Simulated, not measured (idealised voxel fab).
process module | voxel trench capacitor
cross-section cut | 245 nm wide | cells 5 nm
A cross-section is a grid of square cells, given in bands from the top down. A band is one or more rows of cells.
Each band's line starts with the height of the band's top and of its bottom, in nm. Then come its materials from left to right, each with its width in nm. One material with "throughout" fills the band from edge to edge. "air" is empty space.
Height 0 is the level under which the wafer as received is all one material. The lowest band goes on downwards, as in "0 down".
A width such as "30 to 40" changes by the same amount from each row of cells to the next, from the band's top row to its bottom row.
"no change" after a step means that no cell of the cross-section changed.
closed voids: empty space of 8 cells or more with no open way to the top, each as width x height at its distance from the left edge, in nm
after a step's settings: what the simulator itself notes on the step
overlay nm, on a step with a mask: how far to the right of its planned place the mask lay; to the left if negative
plan
1 op RECEIVE | material Si
2 op CONFORMAL_DEP | material SiN | thk nm 10
3 op PATTERN | tone open | mask id TRENCH | material resist | width nm 25 | pitch nm 55 | thk nm 20 | overlay nm 0
4 op DIRECTIONAL_ETCH | etch materials SiN | depth nm 10
5 op DIRECTIONAL_ETCH | etch materials Si | depth nm 25
6 op STRIP | etch materials resist
7 op CONFORMAL_DEP | material Al2O3 | thk nm 5
8 op CONFORMAL_DEP | material TiN | thk nm 5
9 op FILL_DEP | material W | thk nm 10
10 op CMP | height nm 10
as received, after step 1
  0 down: Si throughout
  closed voids: none
a wafer at the end: this start, this plan, one mistake
  10 to 0: SiN 60 | Al2O3 5 | TiN 5 | Al2O3 5 | SiN 40 | Al2O3 5 | TiN 5 | Al2O3 5 | SiN 40 | Al2O3 5 | TiN 5 | Al2O3 5 | SiN 60
  0 to -20: Si 60 | Al2O3 5 | TiN 5 | Al2O3 5 | Si 40 | Al2O3 5 | TiN 5 | Al2O3 5 | Si 40 | Al2O3 5 | TiN 5 | Al2O3 5 | Si 60
  -20 to -25: Si 60 | Al2O3 15 | Si 40 | Al2O3 15 | Si 40 | Al2O3 15 | Si 60
  -25 down: Si throughout
  closed voids: none
what went wrong: step 3 ran as: op PATTERN | tone open | mask id TRENCH | material resist | width nm 15 | pitch nm 55 | thk nm 20 | overlay nm 0
